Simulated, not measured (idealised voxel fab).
voxel plated lines: a process module
The figure presents cross-section cut, which has a width of 260 nm and is divided into square cells with an edge length of 5 nm.
Cross-section layout: square cells on a grid; listed as bands, top to bottom; a band spans one or more cell rows.
Heights first: top, then bottom, in nm. Then materials, left to right, each with a width in nm. "everywhere" on a single material: fills the band edge to edge. "blank": empty space.
Counting heights begins at 0, where everything beneath is, in the wafer as received, one material. The lowest band has no bottom; it goes on downwards, as "z 0 and below" shows.
The width entry "30->40" should be interpreted row by row: the top row of cells in the band takes the first number, the bottom row takes the second number, and the change between adjacent rows is uniform throughout.
Step marked "no modification"? Then no cell in the cross-section changed in it.
Reported under the label "Cavities, closed" are the empty spaces having no open way to the top and comprising 8 cells or more; the notation for each is width x height at distance, in which the distance is measured from the left edge and all three values are in nm.
If you see something after the settings on a step's line, that's the simulator's own remark about that step.
overlay nm: step with mask; distance mask lay right of planned place; negative value = left of planned place.

This section lists the process steps that were planned:
1. RECEIVE with material Si
2. CONFORMAL_DEP with material SiO2, thk nm 15
3. DIRECTIONAL_DEP with material TiN, thk nm 5
4. PATTERN with tone open, mask id LINES, material resist, width nm 20, pitch nm 45, thk nm 25, overlay nm 0
5. EPI with material Ru, thk nm 10
6. EPI with material Ru, thk nm 5
7. STRIP with etch materials resist
8. DIRECTIONAL_ETCH with etch materials TiN, depth nm 5
9. CONFORMAL_DEP with material SiCN, thk nm 10

Received-state cross-section, reflecting completion of step 1:
    z 0 and below = Si everywhere
    Cavities, closed: none

Result of the module, cross-sectioned: start per above, plan per above, one error in how it was run:
    z 25 to 15 = SiCN everywhere
    z 15 to 0 = SiO2 everywhere
    z 0 and below = Si everywhere
    Cavities, closed: none
Short version of what went wrong: step 3 of the plan was bypassed and not carried out
